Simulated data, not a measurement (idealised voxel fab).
process module | voxel capacitor over wiring
cross-section cut | 165 nm wide | cells 5 nm
A cross-section is a grid of square cells, given in bands from the top down. A band is one or more rows of cells.
Each band's line starts with the height of the band's top and of its bottom, in nm. Then come its materials from left to right, each with its width in nm. One material with "throughout" fills the band from edge to edge. "air" is empty space.
Height 0 is the level under which the wafer as received is all one material. The lowest band goes on downwards, as in "0 down".
A width such as "30 to 40" changes by the same amount from each row of cells to the next, from the band's top row to its bottom row.
"no change" after a step means that no cell of the cross-section changed.
closed voids: empty space of 8 cells or more with no open way to the top, each as width x height at its distance from the left edge, in nm
after a step's settings: what the simulator itself notes on the step
overlay nm, on a step with a mask: how far to the right of its planned place the mask lay; to the left if negative
plan
1 op RECEIVE | material Si
2 op CONFORMAL_DEP | material SiO2 | thk nm 10
3 op DIRECTIONAL_DEP | material TiN | thk nm 5
4 op DIRECTIONAL_DEP | material W | thk nm 15
5 op PATTERN | tone cover | mask id METAL_1 | material resist | width nm 30 | pitch nm 85 | thk nm 15 | overlay nm 0
6 op DIRECTIONAL_ETCH | etch materials W | depth nm 15
7 op DIRECTIONAL_ETCH | etch materials TiN | depth nm 5
8 op STRIP | etch materials resist
9 op FILL_DEP | material SiO2 | thk nm 5
10 op CMP | height nm 30
11 op CONFORMAL_DEP | material SiCN | thk nm 5
12 op DIRECTIONAL_DEP | material SiO2 | thk nm 10
13 op MASKED_ETCH | tone open | mask id PLUG_1 | width nm 15 | etch materials SiO2 | depth nm 10 | overlay nm 0
14 op MASKED_ETCH | tone open | mask id PLUG_1 | width nm 15 | etch materials SiCN | depth nm 5 | overlay nm 0
15 op EPI | material Ru | thk nm 10
16 op EPI | material Ru | thk nm 5
17 op DIRECTIONAL_DEP | material TiN | thk nm 5
18 op DIRECTIONAL_DEP | material SiN | thk nm 5
19 op DIRECTIONAL_DEP | material TiN | thk nm 5
20 op MASKED_ETCH | tone cover | mask id UPPER_PLATE | width nm 60 | etch materials TiN | depth nm 5 | overlay nm 0
21 op MASKED_ETCH | tone cover | mask id UPPER_PLATE | width nm 60 | etch materials SiN | depth nm 5 | overlay nm 0
22 op MASKED_ETCH | tone cover | mask id LOWER_PLATE | width nm 70 | etch materials TiN | depth nm 5 | overlay nm 0
23 op FILL_DEP | material SiO2 | thk nm 20
24 op CMP | height nm 75
25 op PATTERN | tone open | mask id PLUG_2 | material resist | width nm 15 | thk nm 20 | overlay nm 0
26 op DIRECTIONAL_ETCH | etch materials SiO2 | depth nm 15
27 op STRIP | etch materials resist
28 op CONFORMAL_DEP | material TiN | thk nm 5
29 op FILL_DEP | material W | thk nm 5
30 op CMP | height nm 75
31 op CONFORMAL_DEP | material SiN | thk nm 5
first wafer, as planned
as received, after step 1
  0 down: Si throughout
  closed voids: none
after step 2
  10 to 0: SiO2 throughout
  below 0: unchanged
after step 3
  15 to 10: TiN throughout
  below 10: unchanged
after step 4
  30 to 15: W throughout
  below 15: unchanged
after step 5
  45 to 30: air 25 | resist 30 | air 55 | resist 30 | air 25
  below 30: unchanged
after step 6
  45 to 30: air 25 | resist 30 | air 55 | resist 30 | air 25
  30 to 15: air 25 | W 30 | air 55 | W 30 | air 25
  below 15: unchanged
after step 7
  45 to 30: air 25 | resist 30 | air 55 | resist 30 | air 25
  30 to 15: air 25 | W 30 | air 55 | W 30 | air 25
  15 to 10: air 25 | TiN 30 | air 55 | TiN 30 | air 25
  below 10: unchanged
after step 8
  30 to 15: air 25 | W 30 | air 55 | W 30 | air 25
  below 15: unchanged
after step 9
  35 to 30: SiO2 throughout
  30 to 15: SiO2 25 | W 30 | SiO2 55 | W 30 | SiO2 25
  15 to 10: SiO2 25 | TiN 30 | SiO2 55 | TiN 30 | SiO2 25
  below 10: unchanged
after step 10
  30 to 15: SiO2 25 | W 30 | SiO2 55 | W 30 | SiO2 25
  below 15: unchanged
after step 11
  35 to 30: SiCN throughout
  below 30: unchanged
after step 12
  45 to 35: SiO2 throughout
  below 35: unchanged
after step 13
  45 to 35: SiO2 40 | air 15 | SiO2 110
  below 35: unchanged
after step 14
  45 to 35: SiO2 40 | air 15 | SiO2 110
  35 to 30: SiCN 40 | air 15 | SiCN 110
  below 30: unchanged
after step 15
  45 to 40: SiO2 40 | air 15 | SiO2 110
  40 to 35: SiO2 40 | Ru 15 | SiO2 110
  35 to 30: SiCN 40 | Ru 15 | SiCN 110
  below 30: unchanged
after step 16
  45 to 35: SiO2 40 | Ru 15 | SiO2 110
  below 35: unchanged
after step 17
  50 to 45: TiN throughout
  below 45: unchanged
after step 18
  55 to 50: SiN throughout
  below 50: unchanged
after step 19
  60 to 55: TiN throughout
  below 55: unchanged
after step 20
  60 to 55: air 40 | TiN 60 | air 65
  below 55: unchanged
after step 21
  60 to 55: air 40 | TiN 60 | air 65
  55 to 50: air 40 | SiN 60 | air 65
  below 50: unchanged
after step 22
  60 to 55: air 40 | TiN 60 | air 65
  55 to 50: air 40 | SiN 60 | air 65
  50 to 45: air 35 | TiN 70 | air 60
  below 45: unchanged
after step 23
  80 to 60: SiO2 throughout
  60 to 55: SiO2 40 | TiN 60 | SiO2 65
  55 to 50: SiO2 40 | SiN 60 | SiO2 65
  50 to 45: SiO2 35 | TiN 70 | SiO2 60
  below 45: unchanged
after step 24
  75 to 60: SiO2 throughout
  below 60: unchanged
after step 25
  95 to 75: resist 50 | air 15 | resist 100
  below 75: unchanged
after step 26
  95 to 75: resist 50 | air 15 | resist 100
  75 to 60: SiO2 50 | air 15 | SiO2 100
  below 60: unchanged
after step 27
  75 to 60: SiO2 50 | air 15 | SiO2 100
  below 60: unchanged
after step 28
  80 to 75: TiN 55 | air 5 | TiN 105
  75 to 65: SiO2 50 | TiN 5 | air 5 | TiN 5 | SiO2 100
  65 to 55: SiO2 50 to 40 | TiN 15 to 60 | SiO2 100 to 65
  below 55: unchanged
after step 29
  85 to 80: W throughout
  80 to 75: TiN 55 | W 5 | TiN 105
  75 to 65: SiO2 50 | TiN 5 | W 5 | TiN 5 | SiO2 100
  below 65: unchanged
after step 30
  75 to 65: SiO2 50 | TiN 5 | W 5 | TiN 5 | SiO2 100
  below 65: unchanged
after step 31
  80 to 75: SiN throughout
  below 75: unchanged
second wafer: like start, like plan, one mistake. Through step 12 it matches the first wafer
when step 13 should have ended
  45 to 35: SiO2 35 | air 25 | SiO2 105
  below 35: unchanged
when step 14 should have ended
  45 to 35: SiO2 35 | air 25 | SiO2 105
  35 to 30: SiCN 40 | air 15 | SiCN 110
  below 30: unchanged
when step 15 should have ended
  45 to 40: SiO2 35 | air 25 | SiO2 105
  40 to 35: SiO2 35 | Ru 25 | SiO2 105
  35 to 30: SiCN 40 | Ru 15 | SiCN 110
  below 30: unchanged
when step 16 should have ended
  45 to 35: SiO2 35 | Ru 25 | SiO2 105
  below 35: unchanged
when step 17 should have ended
  50 to 45: TiN throughout
  below 45: unchanged
when step 18 should have ended
  55 to 50: SiN throughout
  below 50: unchanged
when step 19 should have ended
  60 to 55: TiN throughout
  below 55: unchanged
when step 20 should have ended
  60 to 55: air 40 | TiN 60 | air 65
  below 55: unchanged
when step 21 should have ended
  60 to 55: air 40 | TiN 60 | air 65
  55 to 50: air 40 | SiN 60 | air 65
  below 50: unchanged
when step 22 should have ended
  60 to 55: air 40 | TiN 60 | air 65
  55 to 50: air 40 | SiN 60 | air 65
  50 to 45: air 35 | TiN 70 | air 60
  below 45: unchanged
when step 23 should have ended
  80 to 60: SiO2 throughout
  60 to 55: SiO2 40 | TiN 60 | SiO2 65
  55 to 50: SiO2 40 | SiN 60 | SiO2 65
  50 to 45: SiO2 35 | TiN 70 | SiO2 60
  below 45: unchanged
when step 24 should have ended
  75 to 60: SiO2 throughout
  below 60: unchanged
when step 25 should have ended
  95 to 75: resist 50 | air 15 | resist 100
  below 75: unchanged
when step 26 should have ended
  95 to 75: resist 50 | air 15 | resist 100
  75 to 60: SiO2 50 | air 15 | SiO2 100
  below 60: unchanged
when step 27 should have ended
  75 to 60: SiO2 50 | air 15 | SiO2 100
  below 60: unchanged
when step 28 should have ended
  80 to 75: TiN 55 | air 5 | TiN 105
  75 to 65: SiO2 50 | TiN 5 | air 5 | TiN 5 | SiO2 100
  65 to 55: SiO2 50 to 40 | TiN 15 to 60 | SiO2 100 to 65
  below 55: unchanged
when step 29 should have ended
  85 to 80: W throughout
  80 to 75: TiN 55 | W 5 | TiN 105
  75 to 65: SiO2 50 | TiN 5 | W 5 | TiN 5 | SiO2 100
  below 65: unchanged
when step 30 should have ended
  75 to 65: SiO2 50 | TiN 5 | W 5 | TiN 5 | SiO2 100
  below 65: unchanged
when step 31 should have ended
  80 to 75: SiN throughout
  below 75: unchanged
what went wrong: step 13 ran as: op MASKED_ETCH | tone open | mask id PLUG_1 | width nm 25 | etch materials SiO2 | depth nm 10 | overlay nm 0
at the end the second wafer has, in cells: 4 more of Ru | 4 fewer of SiO2
